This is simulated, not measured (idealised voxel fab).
Title: Process Module voxel spacer lines
225 nm wide, 5 nm square cells: that's cross-section cut.
We lay out every cross-section as a grid of square cells and spell it out in bands from the top down, where one band means one or more rows of cells. Each band's line starts with the height of the band's top and of its bottom, in nm. Then come its materials from left to right, each with its width in nm. One material with "full width" fills the band from edge to edge. "empty" is empty space. Heights are reckoned from 0. Under this level, the received wafer is all of one material. The bottommost band is open-ended downward, for example "0 down". The notation "30->40" denotes a width that varies across the rows of cells in the band, beginning at the first number in the top row, finishing at the second number in the bottom row, and changing by an identical amount from each row to the next. Where a step carries "no alteration", the cross-section came out of it unchanged, cell for cell. Reported under the label "Sealed internal cavities" are the empty spaces having no open way to the top and comprising 8 cells or more; the notation for each is width x height at distance, in which the distance is measured from the left edge and all three values are in nm. Whatever follows a step's settings on its line is a remark the simulator itself makes about that step. overlay nm: right-of-plan distance of the mask on a masked step; negative values mean left-of-plan.

LISTED BELOW ARE THE PROCESS STEPS AS PLANNED
- 1: RECEIVE with material Si
- 2: CONFORMAL_DEP with material Al2O3, thk nm 10
- 3: DIRECTIONAL_DEP with material polySi, thk nm 10
- 4: DIRECTIONAL_DEP with material aC, thk nm 25
- 5: PATTERN with tone cover, mask id MANDREL, material resist, width nm 25, pitch nm 70, thk nm 30, overlay nm 0
- 6: DIRECTIONAL_ETCH with etch materials aC, depth nm 25
- 7: STRIP with etch materials resist
- 8: CONFORMAL_DEP with material SiO2, thk nm 10
- 9: DIRECTIONAL_ETCH with etch materials SiO2, depth nm 10
- 10: STRIP with etch materials aC
- 11: DIRECTIONAL_ETCH with etch materials polySi, depth nm 10
- 12: STRIP with etch materials SiO2

WAFER AS RECEIVED: CROSS-SECTION FOLLOWING STEP 1
> 0 down = Si full width
> Sealed internal cavities: none

WHAT THE WAFER LOOKS LIKE IN CROSS-SECTION AFTER THIS MODULE, WHEN IT STARTS AS SHOWN ABOVE AND FOLLOWS THE PLAN ABOVE BUT ONE MISTAKE IS MADE IN RUNNING IT
> 35 to 10 = aC full width
> 10 to 0 = Al2O3 full width
> 0 down = Si full width
> Sealed internal cavities: none
It is concluded that the wafer was processed incorrectly with respect to the plan, in that it was found that steps 3 and 4 of the process plan had been performed in exchanged positions
